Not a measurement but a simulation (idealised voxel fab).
process module | voxel tone inversion
cross-section cut | 200 nm wide | cells 5 nm
A cross-section is a grid of square cells, given in bands from the top down. A band is one or more rows of cells.
Each band's line starts with the height of the band's top and of its bottom, in nm. Then come its materials from left to right, each with its width in nm. One material with "throughout" fills the band from edge to edge. "air" is empty space.
Height 0 is the level under which the wafer as received is all one material. The lowest band goes on downwards, as in "0 down".
A width such as "30 to 40" changes by the same amount from each row of cells to the next, from the band's top row to its bottom row.
"no change" after a step means that no cell of the cross-section changed.
closed voids: empty space of 8 cells or more with no open way to the top, each as width x height at its distance from the left edge, in nm
after a step's settings: what the simulator itself notes on the step
overlay nm, on a step with a mask: how far to the right of its planned place the mask lay; to the left if negative
plan
1 op RECEIVE | material Si
2 op CONFORMAL_DEP | material SiCN | thk nm 5
3 op DIRECTIONAL_DEP | material polySi | thk nm 25
4 op PATTERN | tone cover | mask id POSTS | material resist | width nm 25 | pitch nm 45 | thk nm 30 | overlay nm 0
5 op DIRECTIONAL_ETCH | etch materials polySi | depth nm 25
6 op STRIP | etch materials resist
7 op FILL_DEP | material lowk | thk nm 10
8 op CMP | height nm 30
9 op STRIP | etch materials polySi
10 op CONFORMAL_DEP | material TiN | thk nm 5
11 op FILL_DEP | material Cu | thk nm 10
12 op CMP | height nm 30
13 op CONFORMAL_DEP | material SiN | thk nm 5
as received, after step 1
  0 down: Si throughout
  closed voids: none
a wafer at the end: this start, this plan, one mistake
  50 to 45: SiN throughout
  45 to 35: Cu throughout
  35 to 30: TiN 45 | Cu 15 | TiN 30 | Cu 15 | TiN 30 | Cu 15 | TiN 50
  30 to 10: lowk 40 | TiN 5 | Cu 15 | TiN 5 | lowk 20 | TiN 5 | Cu 15 | TiN 5 | lowk 20 | TiN 5 | Cu 15 | TiN 5 | lowk 45
  10 to 5: lowk 40 | TiN 25 | lowk 20 | TiN 25 | lowk 20 | TiN 25 | lowk 45
  5 to 0: SiCN throughout
  0 down: Si throughout
  closed voids: none
what went wrong: step 12 was left out
